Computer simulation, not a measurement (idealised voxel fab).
process module | voxel self aligned vias
cross-section cut | 265 nm wide | cells 5 nm
A cross-section is a grid of square cells, given in bands from the top down. A band is one or more rows of cells.
Each band's line starts with the height of the band's top and of its bottom, in nm. Then come its materials from left to right, each with its width in nm. One material with "throughout" fills the band from edge to edge. "air" is empty space.
Height 0 is the level under which the wafer as received is all one material. The lowest band goes on downwards, as in "0 down".
A width such as "30 to 40" changes by the same amount from each row of cells to the next, from the band's top row to its bottom row.
"no change" after a step means that no cell of the cross-section changed.
closed voids: empty space of 8 cells or more with no open way to the top, each as width x height at its distance from the left edge, in nm
after a step's settings: what the simulator itself notes on the step
overlay nm, on a step with a mask: how far to the right of its planned place the mask lay; to the left if negative
Each pair below shows a cross-section before one step and the cross-section after it, down to the lowest band that changed. The line under each pair gives the step between them, with its settings. The pairs can come from different runs of this module on the same starting wafer, so a pair continues from the pair above only where its "before" says so.
before
  0 down: Si throughout
  closed voids: none
after
  15 to 0: SiO2 throughout
  below 0: unchanged
  closed voids: none
the step between: op CONFORMAL_DEP | material SiO2 | thk nm 15
before: the cross-section after the pair above
after
  20 to 15: SiCN throughout
  below 15: unchanged
  closed voids: none
the step between: op CONFORMAL_DEP | material SiCN | thk nm 5
before: the cross-section after the pair above
after
  45 to 20: lowk throughout
  below 20: unchanged
  closed voids: none
the step between: op DIRECTIONAL_DEP | material lowk | thk nm 25
before: the cross-section after the pair above
after
  60 to 45: aC throughout
  below 45: unchanged
  closed voids: none
the step between: op DIRECTIONAL_DEP | material aC | thk nm 15
before: the cross-section after the pair above
after
  95 to 60: resist 60 | air 20 | resist 40 | air 20 | resist 40 | air 20 | resist 65
  below 60: unchanged
  closed voids: none
the step between: op PATTERN | tone open | mask id LINES | material resist | width nm 20 | pitch nm 60 | thk nm 35 | overlay nm 0
before: the cross-section after the pair above
after
  80 to 60: resist 60 | air 20 | resist 40 | air 20 | resist 40 | air 20 | resist 65
  60 to 45: aC 60 | air 20 | aC 40 | air 20 | aC 40 | air 20 | aC 65
  below 45: unchanged
  closed voids: none
the step between: op DIRECTIONAL_ETCH | etch materials aC | depth nm 15
before: the cross-section after the pair above
after
  60 to 45: aC 60 | air 20 | aC 40 | air 20 | aC 40 | air 20 | aC 65
  below 45: unchanged
  closed voids: none
the step between: op STRIP | etch materials resist
before: the cross-section after the pair above
after
  60 to 45: aC 60 | air 20 | aC 40 | air 20 | aC 40 | air 20 | aC 65
  45 to 20: lowk 60 | air 20 | lowk 40 | air 20 | lowk 40 | air 20 | lowk 65
  below 20: unchanged
  closed voids: none
the step between: op DIRECTIONAL_ETCH | etch materials lowk | depth nm 25
before: the cross-section after the pair above
after
  45 to 20: lowk 60 | air 20 | lowk 40 | air 20 | lowk 40 | air 20 | lowk 65
  below 20: unchanged
  closed voids: none
the step between: op STRIP | etch materials aC
before: the cross-section after the pair above
after
  50 to 45: TiN 65 | air 10 | TiN 50 | air 10 | TiN 50 | air 10 | TiN 70
  45 to 25: lowk 60 | TiN 5 | air 10 | TiN 5 | lowk 40 | TiN 5 | air 10 | TiN 5 | lowk 40 | TiN 5 | air 10 | TiN 5 | lowk 65
  25 to 20: lowk 60 | TiN 20 | lowk 40 | TiN 20 | lowk 40 | TiN 20 | lowk 65
  below 20: unchanged
  closed voids: none
the step between: op CONFORMAL_DEP | material TiN | thk nm 5
before: the cross-section after the pair above
after
  55 to 50: W throughout
  50 to 45: TiN 65 | W 10 | TiN 50 | W 10 | TiN 50 | W 10 | TiN 70
  45 to 25: lowk 60 | TiN 5 | W 10 | TiN 5 | lowk 40 | TiN 5 | W 10 | TiN 5 | lowk 40 | TiN 5 | W 10 | TiN 5 | lowk 65
  below 25: unchanged
  closed voids: none
the step between: op FILL_DEP | material W | thk nm 5
before: the cross-section after the pair above
after
  45 to 25: lowk 60 | TiN 5 | W 10 | TiN 5 | lowk 40 | TiN 5 | W 10 | TiN 5 | lowk 40 | TiN 5 | W 10 | TiN 5 | lowk 65
  below 25: unchanged
  closed voids: none
the step between: op CMP | height nm 45
before: the cross-section after the pair above
after
  45 to 35: lowk 60 | air 20 | lowk 40 | air 20 | lowk 40 | air 20 | lowk 65
  below 35: unchanged
  closed voids: none
the step between: op SELECTIVE_ETCH | etch materials W Ru TiN | depth nm 10
before: the cross-section after the pair above
after
  55 to 45: SiN throughout
  45 to 35: lowk 60 | SiN 20 | lowk 40 | SiN 20 | lowk 40 | SiN 20 | lowk 65
  below 35: unchanged
  closed voids: none
the step between: op FILL_DEP | material SiN | thk nm 10
before: the cross-section after the pair above
after
  45 to 35: lowk 60 | SiN 20 | lowk 40 | SiN 20 | lowk 40 | SiN 20 | lowk 65
  below 35: unchanged
  closed voids: none
the step between: op CMP | height nm 45
before: the cross-section after the pair above
after
  60 to 45: lowk throughout
  below 45: unchanged
  closed voids: none
the step between: op DIRECTIONAL_DEP | material lowk | thk nm 15
before: the cross-section after the pair above
after
  75 to 60: aC throughout
  below 60: unchanged
  closed voids: none
the step between: op DIRECTIONAL_DEP | material aC | thk nm 15
before: the cross-section after the pair above
after
  110 to 75: resist 55 | air 30 | resist 30 | air 30 | resist 30 | air 30 | resist 60
  below 75: unchanged
  closed voids: none
the step between: op PATTERN | tone open | mask id VIAS | material resist | width nm 30 | pitch nm 60 | thk nm 35 | overlay nm 0
before: the cross-section after the pair above
after
  95 to 75: resist 55 | air 30 | resist 30 | air 30 | resist 30 | air 30 | resist 60
  75 to 60: aC 55 | air 30 | aC 30 | air 30 | aC 30 | air 30 | aC 60
  below 60: unchanged
  closed voids: none
the step between: op DIRECTIONAL_ETCH | etch materials aC | depth nm 15
before: the cross-section after the pair above
after
  75 to 60: aC 55 | air 30 | aC 30 | air 30 | aC 30 | air 30 | aC 60
  below 60: unchanged
  closed voids: none
the step between: op STRIP | etch materials resist
before: the cross-section after the pair above
after
  75 to 60: aC 55 | air 30 | aC 30 | air 30 | aC 30 | air 30 | aC 60
  60 to 45: lowk 55 | air 30 | lowk 30 | air 30 | lowk 30 | air 30 | lowk 60
  below 45: unchanged
  closed voids: none
the step between: op DIRECTIONAL_ETCH | etch materials lowk | depth nm 15
before: the cross-section after the pair above
after
  75 to 60: aC 55 | air 30 | aC 30 | air 30 | aC 30 | air 30 | aC 60
  60 to 45: lowk 55 | air 30 | lowk 30 | air 30 | lowk 30 | air 30 | lowk 60
  45 to 35: lowk 60 | air 20 | lowk 40 | air 20 | lowk 40 | air 20 | lowk 65
  below 35: unchanged
  closed voids: none
the step between: op DIRECTIONAL_ETCH | etch materials SiN | depth nm 10
before: the cross-section after the pair above
after
  60 to 45: lowk 55 | air 30 | lowk 30 | air 30 | lowk 30 | air 30 | lowk 60
  below 45: unchanged
  closed voids: none
the step between: op STRIP | etch materials aC
before: the cross-section after the pair above
after
  65 to 60: TiN 60 | air 20 | TiN 40 | air 20 | TiN 40 | air 20 | TiN 65
  60 to 50: lowk 55 | TiN 5 | air 20 | TiN 5 | lowk 30 | TiN 5 | air 20 | TiN 5 | lowk 30 | TiN 5 | air 20 | TiN 5 | lowk 60
  50 to 40: lowk 55 to 60 | TiN 10 to 5 | air 10 | TiN 10 to 5 | lowk 30 to 40 | TiN 10 to 5 | air 10 | TiN 10 to 5 | lowk 30 to 40 | TiN 10 to 5 | air 10 | TiN 10 to 5 | lowk 60 to 65
  40 to 35: lowk 60 | TiN 20 | lowk 40 | TiN 20 | lowk 40 | TiN 20 | lowk 65
  below 35: unchanged
  closed voids: none
the step between: op CONFORMAL_DEP | material TiN | thk nm 5
before: the cross-section after the pair above
after
  75 to 65: W throughout
  65 to 60: TiN 60 | W 20 | TiN 40 | W 20 | TiN 40 | W 20 | TiN 65
  60 to 50: lowk 55 | TiN 5 | W 20 | TiN 5 | lowk 30 | TiN 5 | W 20 | TiN 5 | lowk 30 | TiN 5 | W 20 | TiN 5 | lowk 60
  50 to 40: lowk 55 to 60 | TiN 10 to 5 | W 10 | TiN 10 to 5 | lowk 30 to 40 | TiN 10 to 5 | W 10 | TiN 10 to 5 | lowk 30 to 40 | TiN 10 to 5 | W 10 | TiN 10 to 5 | lowk 60 to 65
  below 40: unchanged
  closed voids: none
the step between: op FILL_DEP | material W | thk nm 10
before: the cross-section after the pair above
after
  60 to 50: lowk 55 | TiN 5 | W 20 | TiN 5 | lowk 30 | TiN 5 | W 20 | TiN 5 | lowk 30 | TiN 5 | W 20 | TiN 5 | lowk 60
  below 50: unchanged
  closed voids: none
the step between: op CMP | height nm 60
before: the cross-section after the pair above
after
  65 to 60: SiN throughout
  below 60: unchanged
  closed voids: none
the step between: op CONFORMAL_DEP | material SiN | thk nm 5
before
  15 to 0: SiO2 throughout
  0 down: Si throughout
  closed voids: none
after
  40 to 15: lowk throughout
  below 15: unchanged
  closed voids: none
the step between: op DIRECTIONAL_DEP | material lowk | thk nm 25
before: the cross-section after the pair above
after
  55 to 40: aC throughout
  below 40: unchanged
  closed voids: none
the step between: op DIRECTIONAL_DEP | material aC | thk nm 15
before: the cross-section after the pair above
after
  90 to 55: resist 60 | air 20 | resist 40 | air 20 | resist 40 | air 20 | resist 65
  below 55: unchanged
  closed voids: none
the step between: op PATTERN | tone open | mask id LINES | material resist | width nm 20 | pitch nm 60 | thk nm 35 | overlay nm 0
before: the cross-section after the pair above
after
  75 to 55: resist 60 | air 20 | resist 40 | air 20 | resist 40 | air 20 | resist 65
  55 to 40: aC 60 | air 20 | aC 40 | air 20 | aC 40 | air 20 | aC 65
  below 40: unchanged
  closed voids: none
the step between: op DIRECTIONAL_ETCH | etch materials aC | depth nm 15
before: the cross-section after the pair above
after
  55 to 40: aC 60 | air 20 | aC 40 | air 20 | aC 40 | air 20 | aC 65
  below 40: unchanged
  closed voids: none
the step between: op STRIP | etch materials resist
before: the cross-section after the pair above
after
  55 to 40: aC 60 | air 20 | aC 40 | air 20 | aC 40 | air 20 | aC 65
  40 to 15: lowk 60 | air 20 | lowk 40 | air 20 | lowk 40 | air 20 | lowk 65
  below 15: unchanged
  closed voids: none
the step between: op DIRECTIONAL_ETCH | etch materials lowk | depth nm 25
before: the cross-section after the pair above
after
  40 to 15: lowk 60 | air 20 | lowk 40 | air 20 | lowk 40 | air 20 | lowk 65
  below 15: unchanged
  closed voids: none
the step between: op STRIP | etch materials aC
before: the cross-section after the pair above
after
  45 to 40: TiN 65 | air 10 | TiN 50 | air 10 | TiN 50 | air 10 | TiN 70
  40 to 20: lowk 60 | TiN 5 | air 10 | TiN 5 | lowk 40 | TiN 5 | air 10 | TiN 5 | lowk 40 | TiN 5 | air 10 | TiN 5 | lowk 65
  20 to 15: lowk 60 | TiN 20 | lowk 40 | TiN 20 | lowk 40 | TiN 20 | lowk 65
  below 15: unchanged
  closed voids: none
the step between: op CONFORMAL_DEP | material TiN | thk nm 5
before: the cross-section after the pair above
after
  50 to 45: W throughout
  45 to 40: TiN 65 | W 10 | TiN 50 | W 10 | TiN 50 | W 10 | TiN 70
  40 to 20: lowk 60 | TiN 5 | W 10 | TiN 5 | lowk 40 | TiN 5 | W 10 | TiN 5 | lowk 40 | TiN 5 | W 10 | TiN 5 | lowk 65
  below 20: unchanged
  closed voids: none
the step between: op FILL_DEP | material W | thk nm 5
before: the cross-section after the pair above
after
  45 to 40: TiN 65 | W 10 | TiN 50 | W 10 | TiN 50 | W 10 | TiN 70
  below 40: unchanged
  closed voids: none
the step between: op CMP | height nm 45
before: the cross-section after the pair above
after
  40 to 35: lowk 60 | air 20 | lowk 40 | air 20 | lowk 40 | air 20 | lowk 65
  below 35: unchanged
  closed voids: none
the step between: op SELECTIVE_ETCH | etch materials W Ru TiN | depth nm 10
before: the cross-section after the pair above
after
  50 to 40: SiN throughout
  40 to 35: lowk 60 | SiN 20 | lowk 40 | SiN 20 | lowk 40 | SiN 20 | lowk 65
  below 35: unchanged
  closed voids: none
the step between: op FILL_DEP | material SiN | thk nm 10
before: the cross-section after the pair above
after
  45 to 40: SiN throughout
  below 40: unchanged
  closed voids: none
the step between: op CMP | height nm 45
before: the cross-section after the pair above
after
  60 to 45: lowk throughout
  below 45: unchanged
  closed voids: none
the step between: op DIRECTIONAL_DEP | material lowk | thk nm 15
before: the cross-section after the pair above
after
  75 to 60: aC throughout
  below 60: unchanged
  closed voids: none
the step between: op DIRECTIONAL_DEP | material aC | thk nm 15
before: the cross-section after the pair above
after
  110 to 75: resist 55 | air 30 | resist 30 | air 30 | resist 30 | air 30 | resist 60
  below 75: unchanged
  closed voids: none
the step between: op PATTERN | tone open | mask id VIAS | material resist | width nm 30 | pitch nm 60 | thk nm 35 | overlay nm 0
before: the cross-section after the pair above
after
  95 to 75: resist 55 | air 30 | resist 30 | air 30 | resist 30 | air 30 | resist 60
  75 to 60: aC 55 | air 30 | aC 30 | air 30 | aC 30 | air 30 | aC 60
  below 60: unchanged
  closed voids: none
the step between: op DIRECTIONAL_ETCH | etch materials aC | depth nm 15
before: the cross-section after the pair above
after
  75 to 60: aC 55 | air 30 | aC 30 | air 30 | aC 30 | air 30 | aC 60
  below 60: unchanged
  closed voids: none
the step between: op STRIP | etch materials resist
before: the cross-section after the pair above
after
  75 to 60: aC 55 | air 30 | aC 30 | air 30 | aC 30 | air 30 | aC 60
  60 to 45: lowk 55 | air 30 | lowk 30 | air 30 | lowk 30 | air 30 | lowk 60
  below 45: unchanged
  closed voids: none
the step between: op DIRECTIONAL_ETCH | etch materials lowk | depth nm 15
before: the cross-section after the pair above
after
  75 to 60: aC 55 | air 30 | aC 30 | air 30 | aC 30 | air 30 | aC 60
  60 to 45: lowk 55 | air 30 | lowk 30 | air 30 | lowk 30 | air 30 | lowk 60
  45 to 40: SiN 55 | air 30 | SiN 30 | air 30 | SiN 30 | air 30 | SiN 60
  40 to 35: lowk 60 | air 20 | lowk 40 | air 20 | lowk 40 | air 20 | lowk 65
  below 35: unchanged
  closed voids: none
the step between: op DIRECTIONAL_ETCH | etch materials SiN | depth nm 10
before: the cross-section after the pair above
after
  60 to 45: lowk 55 | air 30 | lowk 30 | air 30 | lowk 30 | air 30 | lowk 60
  below 45: unchanged
  closed voids: none
the step between: op STRIP | etch materials aC
before: the cross-section after the pair above
after
  65 to 60: TiN 60 | air 20 | TiN 40 | air 20 | TiN 40 | air 20 | TiN 65
  60 to 45: lowk 55 | TiN 5 | air 20 | TiN 5 | lowk 30 | TiN 5 | air 20 | TiN 5 | lowk 30 | TiN 5 | air 20 | TiN 5 | lowk 60
  45 to 40: SiN 55 | TiN 10 | air 10 | TiN 10 | SiN 30 | TiN 10 | air 10 | TiN 10 | SiN 30 | TiN 10 | air 10 | TiN 10 | SiN 60
  40 to 35: lowk 60 | TiN 20 | lowk 40 | TiN 20 | lowk 40 | TiN 20 | lowk 65
  below 35: unchanged
  closed voids: none
the step between: op CONFORMAL_DEP | material TiN | thk nm 5
before: the cross-section after the pair above
after
  75 to 65: W throughout
  65 to 60: TiN 60 | W 20 | TiN 40 | W 20 | TiN 40 | W 20 | TiN 65
  60 to 45: lowk 55 | TiN 5 | W 20 | TiN 5 | lowk 30 | TiN 5 | W 20 | TiN 5 | lowk 30 | TiN 5 | W 20 | TiN 5 | lowk 60
  45 to 40: SiN 55 | TiN 10 | W 10 | TiN 10 | SiN 30 | TiN 10 | W 10 | TiN 10 | SiN 30 | TiN 10 | W 10 | TiN 10 | SiN 60
  below 40: unchanged
  closed voids: none
the step between: op FILL_DEP | material W | thk nm 10
before: the cross-section after the pair above
after
  60 to 45: lowk 55 | TiN 5 | W 20 | TiN 5 | lowk 30 | TiN 5 | W 20 | TiN 5 | lowk 30 | TiN 5 | W 20 | TiN 5 | lowk 60
  below 45: unchanged
  closed voids: none
the step between: op CMP | height nm 60
before: the cross-section after the pair above
after
  65 to 60: SiN throughout
  below 60: unchanged
  closed voids: none
the step between: op CONFORMAL_DEP | material SiN | thk nm 5
before
  75 to 60: aC 55 | air 30 | aC 30 | air 30 | aC 30 | air 30 | aC 60
  60 to 45: lowk 55 | air 30 | lowk 30 | air 30 | lowk 30 | air 30 | lowk 60
  45 to 35: lowk 60 | SiN 20 | lowk 40 | SiN 20 | lowk 40 | SiN 20 | lowk 65
  35 to 25: lowk 60 | TiN 5 | W 10 | TiN 5 | lowk 40 | TiN 5 | W 10 | TiN 5 | lowk 40 | TiN 5 | W 10 | TiN 5 | lowk 65
  25 to 20: lowk 60 | TiN 20 | lowk 40 | TiN 20 | lowk 40 | TiN 20 | lowk 65
  20 to 15: SiCN throughout
  15 to 0: SiO2 throughout
  0 down: Si throughout
  closed voids: none
after
  75 to 60: aC 55 | air 30 | aC 30 | air 30 | aC 30 | air 30 | aC 60
  60 to 45: lowk 55 | air 30 | lowk 30 | air 30 | lowk 30 | air 30 | lowk 60
  45 to 35: lowk 55 | air 5 | SiN 20 | air 5 | lowk 30 | air 5 | SiN 20 | air 5 | lowk 30 | air 5 | SiN 20 | air 5 | lowk 60
  35 to 30: lowk 55 | air 5 | TiN 5 | W 10 | TiN 5 | air 5 | lowk 30 | air 5 | TiN 5 | W 10 | TiN 5 | air 5 | lowk 30 | air 5 | TiN 5 | W 10 | TiN 5 | air 5 | lowk 60
  below 30: unchanged
  closed voids: none
the step between: op DIRECTIONAL_ETCH | etch materials lowk | depth nm 15
before: the cross-section after the pair above
after
  75 to 60: aC 55 | air 30 | aC 30 | air 30 | aC 30 | air 30 | aC 60
  60 to 35: lowk 55 | air 30 | lowk 30 | air 30 | lowk 30 | air 30 | lowk 60
  below 35: unchanged
  closed voids: none
the step between: op DIRECTIONAL_ETCH | etch materials SiN | depth nm 10
before: the cross-section after the pair above
after
  60 to 35: lowk 55 | air 30 | lowk 30 | air 30 | lowk 30 | air 30 | lowk 60
  below 35: unchanged
  closed voids: none
the step between: op STRIP | etch materials aC
before: the cross-section after the pair above
after
  65 to 60: TiN 60 | air 20 | TiN 40 | air 20 | TiN 40 | air 20 | TiN 65
  60 to 40: lowk 55 | TiN 5 | air 20 | TiN 5 | lowk 30 | TiN 5 | air 20 | TiN 5 | lowk 30 | TiN 5 | air 20 | TiN 5 | lowk 60
  40 to 35: lowk 55 | TiN 30 | lowk 30 | TiN 30 | lowk 30 | TiN 30 | lowk 60
  35 to 25: lowk 55 to 60 | TiN 10 to 5 | W 10 | TiN 10 to 5 | lowk 30 to 40 | TiN 10 to 5 | W 10 | TiN 10 to 5 | lowk 30 to 40 | TiN 10 to 5 | W 10 | TiN 10 to 5 | lowk 60 to 65
  below 25: unchanged
  closed voids: none
the step between: op CONFORMAL_DEP | material TiN | thk nm 5
before: the cross-section after the pair above
after
  75 to 65: W throughout
  65 to 60: TiN 60 | W 20 | TiN 40 | W 20 | TiN 40 | W 20 | TiN 65
  60 to 40: lowk 55 | TiN 5 | W 20 | TiN 5 | lowk 30 | TiN 5 | W 20 | TiN 5 | lowk 30 | TiN 5 | W 20 | TiN 5 | lowk 60
  below 40: unchanged
  closed voids: none
the step between: op FILL_DEP | material W | thk nm 10
before: the cross-section after the pair above
after
  60 to 40: lowk 55 | TiN 5 | W 20 | TiN 5 | lowk 30 | TiN 5 | W 20 | TiN 5 | lowk 30 | TiN 5 | W 20 | TiN 5 | lowk 60
  below 40: unchanged
  closed voids: none
the step between: op CMP | height nm 60
before: the cross-section after the pair above
after
  65 to 60: SiN throughout
  below 60: unchanged
  closed voids: none
the step between: op CONFORMAL_DEP | material SiN | thk nm 5
before
  40 to 15: lowk throughout
  15 to 0: SiO2 throughout
  0 down: Si throughout
  closed voids: none
after
  45 to 40: SiCN throughout
  below 40: unchanged
  closed voids: none
the step between: op CONFORMAL_DEP | material SiCN | thk nm 5
before: the cross-section after the pair above
after
  60 to 45: aC throughout
  below 45: unchanged
  closed voids: none
the step between: op DIRECTIONAL_DEP | material aC | thk nm 15
before: the cross-section after the pair above
after
  95 to 60: resist 60 | air 20 | resist 40 | air 20 | resist 40 | air 20 | resist 65
  below 60: unchanged
  closed voids: none
the step between: op PATTERN | tone open | mask id LINES | material resist | width nm 20 | pitch nm 60 | thk nm 35 | overlay nm 0
before: the cross-section after the pair above
after
  80 to 60: resist 60 | air 20 | resist 40 | air 20 | resist 40 | air 20 | resist 65
  60 to 45: aC 60 | air 20 | aC 40 | air 20 | aC 40 | air 20 | aC 65
  below 45: unchanged
  closed voids: none
the step between: op DIRECTIONAL_ETCH | etch materials aC | depth nm 15
before: the cross-section after the pair above
after
  60 to 45: aC 60 | air 20 | aC 40 | air 20 | aC 40 | air 20 | aC 65
  below 45: unchanged
  closed voids: none
the step between: op STRIP | etch materials resist
before: the cross-section after the pair above
after
  45 to 40: SiCN throughout
  below 40: unchanged
  closed voids: none
the step between: op STRIP | etch materials aC
before: the cross-section after the pair above
after
  50 to 45: TiN throughout
  below 45: unchanged
  closed voids: none
the step between: op CONFORMAL_DEP | material TiN | thk nm 5
before: the cross-section after the pair above
after
  55 to 50: W throughout
  below 50: unchanged
  closed voids: none
the step between: op FILL_DEP | material W | thk nm 5
before: the cross-section after the pair above
after
  45 to 40: SiCN throughout
  below 40: unchanged
  closed voids: none
the step between: op CMP | height nm 45
before: the cross-section after the pair above
after
  55 to 45: SiN throughout
  below 45: unchanged
  closed voids: none
the step between: op FILL_DEP | material SiN | thk nm 10
before: the cross-section after the pair above
after
  45 to 40: SiCN throughout
  below 40: unchanged
  closed voids: none
the step between: op CMP | height nm 45
before: the cross-section after the pair above
after
  60 to 45: lowk throughout
  below 45: unchanged
  closed voids: none
the step between: op DIRECTIONAL_DEP | material lowk | thk nm 15
before: the cross-section after the pair above
after
  75 to 60: aC throughout
  below 60: unchanged
  closed voids: none
the step between: op DIRECTIONAL_DEP | material aC | thk nm 15
before: the cross-section after the pair above
after
  110 to 75: resist 55 | air 30 | resist 30 | air 30 | resist 30 | air 30 | resist 60
  below 75: unchanged
  closed voids: none
the step between: op PATTERN | tone open | mask id VIAS | material resist | width nm 30 | pitch nm 60 | thk nm 35 | overlay nm 0
before: the cross-section after the pair above
after
  95 to 75: resist 55 | air 30 | resist 30 | air 30 | resist 30 | air 30 | resist 60
  75 to 60: aC 55 | air 30 | aC 30 | air 30 | aC 30 | air 30 | aC 60
  below 60: unchanged
  closed voids: none
the step between: op DIRECTIONAL_ETCH | etch materials aC | depth nm 15
before: the cross-section after the pair above
after
  75 to 60: aC 55 | air 30 | aC 30 | air 30 | aC 30 | air 30 | aC 60
  below 60: unchanged
  closed voids: none
the step between: op STRIP | etch materials resist
before: the cross-section after the pair above
after
  75 to 60: aC 55 | air 30 | aC 30 | air 30 | aC 30 | air 30 | aC 60
  60 to 45: lowk 55 | air 30 | lowk 30 | air 30 | lowk 30 | air 30 | lowk 60
  below 45: unchanged
  closed voids: none
the step between: op DIRECTIONAL_ETCH | etch materials lowk | depth nm 15
before: the cross-section after the pair above
after
  60 to 45: lowk 55 | air 30 | lowk 30 | air 30 | lowk 30 | air 30 | lowk 60
  below 45: unchanged
  closed voids: none
the step between: op STRIP | etch materials aC
before: the cross-section after the pair above
after
  65 to 60: TiN 60 | air 20 | TiN 40 | air 20 | TiN 40 | air 20 | TiN 65
  60 to 50: lowk 55 | TiN 5 | air 20 | TiN 5 | lowk 30 | TiN 5 | air 20 | TiN 5 | lowk 30 | TiN 5 | air 20 | TiN 5 | lowk 60
  50 to 45: lowk 55 | TiN 30 | lowk 30 | TiN 30 | lowk 30 | TiN 30 | lowk 60
  below 45: unchanged
  closed voids: none
the step between: op CONFORMAL_DEP | material TiN | thk nm 5
before: the cross-section after the pair above
after
  75 to 65: W throughout
  65 to 60: TiN 60 | W 20 | TiN 40 | W 20 | TiN 40 | W 20 | TiN 65
  60 to 50: lowk 55 | TiN 5 | W 20 | TiN 5 | lowk 30 | TiN 5 | W 20 | TiN 5 | lowk 30 | TiN 5 | W 20 | TiN 5 | lowk 60
  below 50: unchanged
  closed voids: none
the step between: op FILL_DEP | material W | thk nm 10
before: the cross-section after the pair above
after
  60 to 50: lowk 55 | TiN 5 | W 20 | TiN 5 | lowk 30 | TiN 5 | W 20 | TiN 5 | lowk 30 | TiN 5 | W 20 | TiN 5 | lowk 60
  below 50: unchanged
  closed voids: none
the step between: op CMP | height nm 60
before: the cross-section after the pair above
after
  65 to 60: SiN throughout
  below 60: unchanged
  closed voids: none
the step between: op CONFORMAL_DEP | material SiN | thk nm 5
before
  75 to 65: W throughout
  65 to 60: TiN 60 | W 20 | TiN 40 | W 20 | TiN 40 | W 20 | TiN 65
  60 to 50: lowk 55 | TiN 5 | W 20 | TiN 5 | lowk 30 | TiN 5 | W 20 | TiN 5 | lowk 30 | TiN 5 | W 20 | TiN 5 | lowk 60
  50 to 40: lowk 55 to 60 | TiN 10 to 5 | W 10 | TiN 10 to 5 | lowk 30 to 40 | TiN 10 to 5 | W 10 | TiN 10 to 5 | lowk 30 to 40 | TiN 10 to 5 | W 10 | TiN 10 to 5 | lowk 60 to 65
  40 to 35: lowk 60 | TiN 20 | lowk 40 | TiN 20 | lowk 40 | TiN 20 | lowk 65
  35 to 25: lowk 60 | TiN 5 | W 10 | TiN 5 | lowk 40 | TiN 5 | W 10 | TiN 5 | lowk 40 | TiN 5 | W 10 | TiN 5 | lowk 65
  25 to 20: lowk 60 | TiN 20 | lowk 40 | TiN 20 | lowk 40 | TiN 20 | lowk 65
  20 to 15: SiCN throughout
  15 to 0: SiO2 throughout
  0 down: Si throughout
  closed voids: none
after
  65 to 60: TiN 60 | W 20 | TiN 40 | W 20 | TiN 40 | W 20 | TiN 65
  below 60: unchanged
  closed voids: none
the step between: op CMP | height nm 65
before: the cross-section after the pair above
after
  70 to 65: SiN throughout
  below 65: unchanged
  closed voids: none
the step between: op CONFORMAL_DEP | material SiN | thk nm 5
before
  60 to 45: aC throughout
  45 to 20: lowk throughout
  20 to 15: SiCN throughout
  15 to 0: SiO2 throughout
  0 down: Si throughout
  closed voids: none
after
  95 to 60: resist 60 | air 25 | resist 35 | air 25 | resist 35 | air 25 | resist 60
  below 60: unchanged
  closed voids: none
the step between: op PATTERN | tone open | mask id LINES | material resist | width nm 25 | pitch nm 60 | thk nm 35 | overlay nm 0
before: the cross-section after the pair above
after
  80 to 60: resist 60 | air 25 | resist 35 | air 25 | resist 35 | air 25 | resist 60
  60 to 45: aC 60 | air 25 | aC 35 | air 25 | aC 35 | air 25 | aC 60
  below 45: unchanged
  closed voids: none
the step between: op DIRECTIONAL_ETCH | etch materials aC | depth nm 15
before: the cross-section after the pair above
after
  60 to 45: aC 60 | air 25 | aC 35 | air 25 | aC 35 | air 25 | aC 60
  below 45: unchanged
  closed voids: none
the step between: op STRIP | etch materials resist
before: the cross-section after the pair above
after
  60 to 45: aC 60 | air 25 | aC 35 | air 25 | aC 35 | air 25 | aC 60
  45 to 20: lowk 60 | air 25 | lowk 35 | air 25 | lowk 35 | air 25 | lowk 60
  below 20: unchanged
  closed voids: none
the step between: op DIRECTIONAL_ETCH | etch materials lowk | depth nm 25
before: the cross-section after the pair above
after
  45 to 20: lowk 60 | air 25 | lowk 35 | air 25 | lowk 35 | air 25 | lowk 60
  below 20: unchanged
  closed voids: none
the step between: op STRIP | etch materials aC
before: the cross-section after the pair above
after
  50 to 45: TiN 65 | air 15 | TiN 45 | air 15 | TiN 45 | air 15 | TiN 65
  45 to 25: lowk 60 | TiN 5 | air 15 | TiN 5 | lowk 35 | TiN 5 | air 15 | TiN 5 | lowk 35 | TiN 5 | air 15 | TiN 5 | lowk 60
  25 to 20: lowk 60 | TiN 25 | lowk 35 | TiN 25 | lowk 35 | TiN 25 | lowk 60
  below 20: unchanged
  closed voids: none
the step between: op CONFORMAL_DEP | material TiN | thk nm 5
before: the cross-section after the pair above
after
  55 to 50: W throughout
  50 to 45: TiN 65 | W 15 | TiN 45 | W 15 | TiN 45 | W 15 | TiN 65
  45 to 25: lowk 60 | TiN 5 | W 15 | TiN 5 | lowk 35 | TiN 5 | W 15 | TiN 5 | lowk 35 | TiN 5 | W 15 | TiN 5 | lowk 60
  below 25: unchanged
  closed voids: none
the step between: op FILL_DEP | material W | thk nm 5
before: the cross-section after the pair above
after
  45 to 25: lowk 60 | TiN 5 | W 15 | TiN 5 | lowk 35 | TiN 5 | W 15 | TiN 5 | lowk 35 | TiN 5 | W 15 | TiN 5 | lowk 60
  below 25: unchanged
  closed voids: none
the step between: op CMP | height nm 45
before: the cross-section after the pair above
after
  45 to 35: lowk 60 | air 25 | lowk 35 | air 25 | lowk 35 | air 25 | lowk 60
  below 35: unchanged
  closed voids: none
the step between: op SELECTIVE_ETCH | etch materials W Ru TiN | depth nm 10
before: the cross-section after the pair above
after
  55 to 45: SiN throughout
  45 to 35: lowk 60 | SiN 25 | lowk 35 | SiN 25 | lowk 35 | SiN 25 | lowk 60
  below 35: unchanged
  closed voids: none
the step between: op FILL_DEP | material SiN | thk nm 10
before: the cross-section after the pair above
after
  45 to 35: lowk 60 | SiN 25 | lowk 35 | SiN 25 | lowk 35 | SiN 25 | lowk 60
  below 35: unchanged
  closed voids: none
the step between: op CMP | height nm 45
before: the cross-section after the pair above
after
  60 to 45: lowk throughout
  below 45: unchanged
  closed voids: none
the step between: op DIRECTIONAL_DEP | material lowk | thk nm 15
before: the cross-section after the pair above
after
  75 to 60: aC throughout
  below 60: unchanged
  closed voids: none
the step between: op DIRECTIONAL_DEP | material aC | thk nm 15
before: the cross-section after the pair above
after
  110 to 75: resist 55 | air 30 | resist 30 | air 30 | resist 30 | air 30 | resist 60
  below 75: unchanged
  closed voids: none
the step between: op PATTERN | tone open | mask id VIAS | material resist | width nm 30 | pitch nm 60 | thk nm 35 | overlay nm 0
before: the cross-section after the pair above
after
  95 to 75: resist 55 | air 30 | resist 30 | air 30 | resist 30 | air 30 | resist 60
  75 to 60: aC 55 | air 30 | aC 30 | air 30 | aC 30 | air 30 | aC 60
  below 60: unchanged
  closed voids: none
the step between: op DIRECTIONAL_ETCH | etch materials aC | depth nm 15
before: the cross-section after the pair above
after
  75 to 60: aC 55 | air 30 | aC 30 | air 30 | aC 30 | air 30 | aC 60
  below 60: unchanged
  closed voids: none
the step between: op STRIP | etch materials resist
before: the cross-section after the pair above
after
  75 to 60: aC 55 | air 30 | aC 30 | air 30 | aC 30 | air 30 | aC 60
  60 to 45: lowk 55 | air 30 | lowk 30 | air 30 | lowk 30 | air 30 | lowk 60
  below 45: unchanged
  closed voids: none
the step between: op DIRECTIONAL_ETCH | etch materials lowk | depth nm 15
